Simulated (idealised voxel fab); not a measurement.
process module | voxel local oxidation
cross-section cut | 150 nm wide | cells 5 nm
A cross-section is a grid of square cells, given in bands from the top down. A band is one or more rows of cells.
Each band's line starts with the height of the band's top and of its bottom, in nm. Then come its materials from left to right, each with its width in nm. One material with "throughout" fills the band from edge to edge. "air" is empty space.
Height 0 is the level under which the wafer as received is all one material. The lowest band goes on downwards, as in "0 down".
A width such as "30 to 40" changes by the same amount from each row of cells to the next, from the band's top row to its bottom row.
"no change" after a step means that no cell of the cross-section changed.
closed voids: empty space of 8 cells or more with no open way to the top, each as width x height at its distance from the left edge, in nm
after a step's settings: what the simulator itself notes on the step
overlay nm, on a step with a mask: how far to the right of its planned place the mask lay; to the left if negative
plan
1 op RECEIVE | material Si
2 op OXIDIZE | depth nm 5
3 op CONFORMAL_DEP | material SiN | thk nm 15
4 op DIRECTIONAL_DEP | material aC | thk nm 15
5 op PATTERN | tone cover | mask id ACTIVE | material resist | width nm 95 | thk nm 30 | overlay nm 0
6 op DIRECTIONAL_ETCH | etch materials aC | depth nm 15
7 op STRIP | etch materials resist
8 op DIRECTIONAL_ETCH | etch materials SiN | depth nm 15
9 op STRIP | etch materials aC
10 op SELECTIVE_ETCH | etch materials SiO2 | depth nm 5
11 op OXIDIZE | depth nm 15
12 op STRIP | etch materials SiN
first wafer, as planned
as received, after step 1
  0 down: Si throughout
  closed voids: none
after step 2
  0 to -5: SiO2 throughout
  below -5: unchanged
after step 3
  15 to 0: SiN throughout
  below 0: unchanged
after step 4
  30 to 15: aC throughout
  below 15: unchanged
after step 5
  60 to 30: air 25 | resist 95 | air 30
  below 30: unchanged
after step 6
  45 to 30: air 25 | resist 95 | air 30
  30 to 15: air 25 | aC 95 | air 30
  below 15: unchanged
after step 7
  30 to 15: air 25 | aC 95 | air 30
  below 15: unchanged
after step 8
  30 to 15: air 25 | aC 95 | air 30
  15 to 0: air 25 | SiN 95 | air 30
  below 0: unchanged
after step 9
  15 to 0: air 25 | SiN 95 | air 30
  below 0: unchanged
after step 10
  15 to 0: air 25 | SiN 95 | air 30
  0 to -5: air 30 | SiO2 85 | air 35
  below -5: unchanged
after step 11
  15 to 0: air 25 | SiN 95 | air 30
  0 to -5: air 30 | SiO2 85 | air 35
  -5 to -20: SiO2 45 | Si 55 | SiO2 50
  below -20: unchanged
after step 12
  0 to -5: air 30 | SiO2 85 | air 35
  below -5: unchanged
second wafer: like start, like plan, one mistake. Through step 9 it matches the first wafer
when step 10 should have ended
  15 to 0: air 25 | SiN 95 | air 30
  0 to -5: air 40 | SiO2 65 | air 45
  below -5: unchanged
when step 11 should have ended
  15 to 0: air 25 | SiN 95 | air 30
  0 to -5: air 40 | SiO2 65 | air 45
  -5 to -20: SiO2 55 | Si 35 | SiO2 60
  below -20: unchanged
when step 12 should have ended
  0 to -5: air 40 | SiO2 65 | air 45
  below -5: unchanged
what went wrong: step 10 ran as: op SELECTIVE_ETCH | etch materials SiO2 | depth nm 15
at the end the second wafer has, in cells: 12 fewer of Si | 8 more of SiO2
